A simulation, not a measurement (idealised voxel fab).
The following process module bears the name voxel self aligned vias.
Section shown: cut. Width: 290 nm. Cell size: 5 nm, square.
Each cross-section below is a grid of square cells, stated as bands in top-down order, with one or more rows of cells making up each band.
It is stipulated that each band's entry specify, in nanometres, the height of the top of the band and then that of its bottom, followed by the materials of the band in left-to-right sequence, each together with its width in nanometres. A single material marked by the word "all across" is understood to fill the band from edge to edge; the word "air" is understood to denote empty space.
Ref level 0: as-received wafer is one material below here. Bottom band extends down with no lower bound ("top 0, no bottom").
Width: "30..40" (first number = top row, second number = bottom row, same change from row to row of cells).
You'll sometimes find "identical to before" written for a step, and that's the way of saying that nowhere in the cross-section did a cell change during that step.
This entry, "Tabulated closed voids", enumerates those empty regions of no fewer than 8 cells that possess no open connection to the top. Each region is reported in the form width x height at distance, the distance being taken from the left edge, with all three quantities expressed in nm.
Text after the settings on a step's line: the simulator's own remark on that step.
Each step line may optionally specify "overlay nm", which for a step with a mask gives the rightward distance between the mask's planned place and where it lay, a negative value indicating the leftward direction.
**Steps planned for the process**
- 1: RECEIVE: material Si
- 2: CONFORMAL_DEP: material SiO2, thk nm 15
- 3: CONFORMAL_DEP: material SiCN, thk nm 5
- 4: DIRECTIONAL_DEP: material lowk, thk nm 30
- 5: DIRECTIONAL_DEP: material aC, thk nm 15
- 6: PATTERN: tone open, mask id LINES, material resist, width nm 25, pitch nm 60, thk nm 35, overlay nm 0
- 7: DIRECTIONAL_ETCH: etch materials aC, depth nm 15
- 8: STRIP: etch materials resist
- 9: DIRECTIONAL_ETCH: etch materials lowk, depth nm 30
- 10: STRIP: etch materials aC
- 11: CONFORMAL_DEP: material TiN, thk nm 5
- 12: FILL_DEP: material W, thk nm 10
- 13: CMP: height nm 50
- 14: SELECTIVE_ETCH: etch materials W Ru TiN, depth nm 5
- 15: FILL_DEP: material SiN, thk nm 10
- 16: CMP: height nm 50
- 17: DIRECTIONAL_DEP: material lowk, thk nm 15
- 18: MASKED_ETCH: tone open, mask id VIAS, width nm 45, pitch nm 60, etch materials lowk, depth nm 15, overlay nm 0
- 19: MASKED_ETCH: tone open, mask id VIAS, width nm 45, pitch nm 60, etch materials SiN, depth nm 5, overlay nm 0
- 20: CONFORMAL_DEP: material TiN, thk nm 5
- 21: FILL_DEP: material Cu, thk nm 5
- 22: CMP: height nm 65
- 23: CONFORMAL_DEP: material SiCN, thk nm 5
**first wafer, as planned**
**Incoming wafer, cross-sectional view, post step 1**
- top 0, no bottom = Si all across
- Tabulated closed voids: none
**Cross-section of the wafer subsequent to step 2**
- top 15, bottom 0 = SiO2 all across
- Below 0, the layers are the same as they were.
**Cross-section of the wafer subsequent to step 3**
- top 20, bottom 15 = SiCN all across
- Below 15, the layers are the same as they were.
**Cross-section of the wafer subsequent to step 4**
- top 50, bottom 20 = lowk all across
- Below 20, the layers are the same as they were.
**Cross-section of the wafer subsequent to step 5**
- top 65, bottom 50 = aC all across
- Below 50, the layers are the same as they were.
**Cross-section of the wafer subsequent to step 6**
- top 100, bottom 65 = 70 of resist, then 25 of air, then 35 of resist, then 25 of air, then 35 of resist, then 25 of air, then 75 of resist
- Below 65, the layers are the same as they were.
**Cross-section of the wafer subsequent to step 7**
- top 85, bottom 65 = 70 of resist, then 25 of air, then 35 of resist, then 25 of air, then 35 of resist, then 25 of air, then 75 of resist
- top 65, bottom 50 = 70 of aC, then 25 of air, then 35 of aC, then 25 of air, then 35 of aC, then 25 of air, then 75 of aC
- Below 50, the layers are the same as they were.
**Cross-section of the wafer subsequent to step 8**
- top 65, bottom 50 = 70 of aC, then 25 of air, then 35 of aC, then 25 of air, then 35 of aC, then 25 of air, then 75 of aC
- Below 50, the layers are the same as they were.
**Cross-section of the wafer subsequent to step 9**
- top 65, bottom 50 = 70 of aC, then 25 of air, then 35 of aC, then 25 of air, then 35 of aC, then 25 of air, then 75 of aC
- top 50, bottom 20 = 70 of lowk, then 25 of air, then 35 of lowk, then 25 of air, then 35 of lowk, then 25 of air, then 75 of lowk
- Below 20, the layers are the same as they were.
**Cross-section of the wafer subsequent to step 10**
- top 50, bottom 20 = 70 of lowk, then 25 of air, then 35 of lowk, then 25 of air, then 35 of lowk, then 25 of air, then 75 of lowk
- Below 20, the layers are the same as they were.
**Cross-section of the wafer subsequent to step 11**
- top 55, bottom 50 = 75 of TiN, then 15 of air, then 45 of TiN, then 15 of air, then 45 of TiN, then 15 of air, then 80 of TiN
- top 50, bottom 25 = 70 of lowk, then 5 of TiN, then 15 of air, then 5 of TiN, then 35 of lowk, then 5 of TiN, then 15 of air, then 5 of TiN, then 35 of lowk, then 5 of TiN, then 15 of air, then 5 of TiN, then 75 of lowk
- top 25, bottom 20 = 70 of lowk, then 25 of TiN, then 35 of lowk, then 25 of TiN, then 35 of lowk, then 25 of TiN, then 75 of lowk
- Below 20, the layers are the same as they were.
**Cross-section of the wafer subsequent to step 12**
- top 65, bottom 55 = W all across
- top 55, bottom 50 = 75 of TiN, then 15 of W, then 45 of TiN, then 15 of W, then 45 of TiN, then 15 of W, then 80 of TiN
- top 50, bottom 25 = 70 of lowk, then 5 of TiN, then 15 of W, then 5 of TiN, then 35 of lowk, then 5 of TiN, then 15 of W, then 5 of TiN, then 35 of lowk, then 5 of TiN, then 15 of W, then 5 of TiN, then 75 of lowk
- Below 25, the layers are the same as they were.
**Cross-section of the wafer subsequent to step 13**
- top 50, bottom 25 = 70 of lowk, then 5 of TiN, then 15 of W, then 5 of TiN, then 35 of lowk, then 5 of TiN, then 15 of W, then 5 of TiN, then 35 of lowk, then 5 of TiN, then 15 of W, then 5 of TiN, then 75 of lowk
- Below 25, the layers are the same as they were.
**Cross-section of the wafer subsequent to step 14**
- top 50, bottom 45 = 70 of lowk, then 25 of air, then 35 of lowk, then 25 of air, then 35 of lowk, then 25 of air, then 75 of lowk
- Below 45, the layers are the same as they were.
**Cross-section of the wafer subsequent to step 15**
- top 60, bottom 50 = SiN all across
- top 50, bottom 45 = 70 of lowk, then 25 of SiN, then 35 of lowk, then 25 of SiN, then 35 of lowk, then 25 of SiN, then 75 of lowk
- Below 45, the layers are the same as they were.
**Cross-section of the wafer subsequent to step 16**
- top 50, bottom 45 = 70 of lowk, then 25 of SiN, then 35 of lowk, then 25 of SiN, then 35 of lowk, then 25 of SiN, then 75 of lowk
- Below 45, the layers are the same as they were.
**Cross-section of the wafer subsequent to step 17**
- top 65, bottom 50 = lowk all across
- Below 50, the layers are the same as they were.
**Cross-section of the wafer subsequent to step 18**
- top 65, bottom 50 = 60 of lowk, then 45 of air, then 15 of lowk, then 45 of air, then 15 of lowk, then 45 of air, then 65 of lowk
- Below 50, the layers are the same as they were.
**Cross-section of the wafer subsequent to step 19**
- top 65, bottom 50 = 60 of lowk, then 45 of air, then 15 of lowk, then 45 of air, then 15 of lowk, then 45 of air, then 65 of lowk
- top 50, bottom 45 = 70 of lowk, then 25 of air, then 35 of lowk, then 25 of air, then 35 of lowk, then 25 of air, then 75 of lowk
- Below 45, the layers are the same as they were.
**Cross-section of the wafer subsequent to step 20**
- top 70, bottom 65 = 65 of TiN, then 35 of air, then 25 of TiN, then 35 of air, then 25 of TiN, then 35 of air, then 70 of TiN
- top 65, bottom 55 = 60 of lowk, then 5 of TiN, then 35 of air, then 5 of TiN, then 15 of lowk, then 5 of TiN, then 35 of air, then 5 of TiN, then 15 of lowk, then 5 of TiN, then 35 of air, then 5 of TiN, then 65 of lowk
- top 55, bottom 50 = 60 of lowk, then 15 of TiN, then 15 of air, then 15 of TiN, then 15 of lowk, then 15 of TiN, then 15 of air, then 15 of TiN, then 15 of lowk, then 15 of TiN, then 15 of air, then 15 of TiN, then 65 of lowk
- top 50, bottom 45 = 70 of lowk, then 25 of TiN, then 35 of lowk, then 25 of TiN, then 35 of lowk, then 25 of TiN, then 75 of lowk
- Below 45, the layers are the same as they were.
**Cross-section of the wafer subsequent to step 21**
- top 75, bottom 70 = Cu all across
- top 70, bottom 65 = 65 of TiN, then 35 of Cu, then 25 of TiN, then 35 of Cu, then 25 of TiN, then 35 of Cu, then 70 of TiN
- top 65, bottom 55 = 60 of lowk, then 5 of TiN, then 35 of Cu, then 5 of TiN, then 15 of lowk, then 5 of TiN, then 35 of Cu, then 5 of TiN, then 15 of lowk, then 5 of TiN, then 35 of Cu, then 5 of TiN, then 65 of lowk
- top 55, bottom 50 = 60 of lowk, then 15 of TiN, then 15 of Cu, then 15 of TiN, then 15 of lowk, then 15 of TiN, then 15 of Cu, then 15 of TiN, then 15 of lowk, then 15 of TiN, then 15 of Cu, then 15 of TiN, then 65 of lowk
- Below 50, the layers are the same as they were.
**Cross-section of the wafer subsequent to step 22**
- top 65, bottom 55 = 60 of lowk, then 5 of TiN, then 35 of Cu, then 5 of TiN, then 15 of lowk, then 5 of TiN, then 35 of Cu, then 5 of TiN, then 15 of lowk, then 5 of TiN, then 35 of Cu, then 5 of TiN, then 65 of lowk
- Below 55, the layers are the same as they were.
**Cross-section of the wafer subsequent to step 23**
- top 70, bottom 65 = SiCN all across
- Below 65, the layers are the same as they were.
**second wafer: like start, like plan, one mistake. Through step 2 it matches the first wafer**
**when step 3 should have ended**
- top 45, bottom 15 = lowk all across
- Below 15, the layers are the same as they were.
**when step 4 should have ended**
- top 50, bottom 45 = SiCN all across
- Below 45, the layers are the same as they were.
**when step 5 should have ended**
- top 65, bottom 50 = aC all across
- Below 50, the layers are the same as they were.
**when step 6 should have ended**
- top 100, bottom 65 = 70 of resist, then 25 of air, then 35 of resist, then 25 of air, then 35 of resist, then 25 of air, then 75 of resist
- Below 65, the layers are the same as they were.
**when step 7 should have ended**
- top 85, bottom 65 = 70 of resist, then 25 of air, then 35 of resist, then 25 of air, then 35 of resist, then 25 of air, then 75 of resist
- top 65, bottom 50 = 70 of aC, then 25 of air, then 35 of aC, then 25 of air, then 35 of aC, then 25 of air, then 75 of aC
- Below 50, the layers are the same as they were.
**when step 8 should have ended**
- top 65, bottom 50 = 70 of aC, then 25 of air, then 35 of aC, then 25 of air, then 35 of aC, then 25 of air, then 75 of aC
- Below 50, the layers are the same as they were.
when step 9 should have ended: identical to before
**when step 10 should have ended**
- top 50, bottom 45 = SiCN all across
- Below 45, the layers are the same as they were.
**when step 11 should have ended**
- top 55, bottom 50 = TiN all across
- Below 50, the layers are the same as they were.
**when step 12 should have ended**
- top 65, bottom 55 = W all across
- Below 55, the layers are the same as they were.
**when step 13 should have ended**
- top 50, bottom 45 = SiCN all across
- Below 45, the layers are the same as they were.
when step 14 should have ended: identical to before
**when step 15 should have ended**
- top 60, bottom 50 = SiN all across
- Below 50, the layers are the same as they were.
**when step 16 should have ended**
- top 50, bottom 45 = SiCN all across
- Below 45, the layers are the same as they were.
**when step 17 should have ended**
- top 65, bottom 50 = lowk all across
- Below 50, the layers are the same as they were.
**when step 18 should have ended**
- top 65, bottom 50 = 60 of lowk, then 45 of air, then 15 of lowk, then 45 of air, then 15 of lowk, then 45 of air, then 65 of lowk
- Below 50, the layers are the same as they were.
when step 19 should have ended: identical to before
**when step 20 should have ended**
- top 70, bottom 65 = 65 of TiN, then 35 of air, then 25 of TiN, then 35 of air, then 25 of TiN, then 35 of air, then 70 of TiN
- top 65, bottom 55 = 60 of lowk, then 5 of TiN, then 35 of air, then 5 of TiN, then 15 of lowk, then 5 of TiN, then 35 of air, then 5 of TiN, then 15 of lowk, then 5 of TiN, then 35 of air, then 5 of TiN, then 65 of lowk
- top 55, bottom 50 = 60 of lowk, then 45 of TiN, then 15 of lowk, then 45 of TiN, then 15 of lowk, then 45 of TiN, then 65 of lowk
- Below 50, the layers are the same as they were.
**when step 21 should have ended**
- top 75, bottom 70 = Cu all across
- top 70, bottom 65 = 65 of TiN, then 35 of Cu, then 25 of TiN, then 35 of Cu, then 25 of TiN, then 35 of Cu, then 70 of TiN
- top 65, bottom 55 = 60 of lowk, then 5 of TiN, then 35 of Cu, then 5 of TiN, then 15 of lowk, then 5 of TiN, then 35 of Cu, then 5 of TiN, then 15 of lowk, then 5 of TiN, then 35 of Cu, then 5 of TiN, then 65 of lowk
- Below 55, the layers are the same as they were.
**when step 22 should have ended**
- top 65, bottom 55 = 60 of lowk, then 5 of TiN, then 35 of Cu, then 5 of TiN, then 15 of lowk, then 5 of TiN, then 35 of Cu, then 5 of TiN, then 15 of lowk, then 5 of TiN, then 35 of Cu, then 5 of TiN, then 65 of lowk
- Below 55, the layers are the same as they were.
**when step 23 should have ended**
- top 70, bottom 65 = SiCN all across
- Below 65, the layers are the same as they were.
What went wrong in running the wafer? the run placed steps 3 and 4 each in the position the plan gave to the other
Final comparison by cell count, materials where the second wafer has more or fewer than the first: 9 fewer of Cu; 45 fewer of TiN; 36 fewer of W; 90 more of lowk
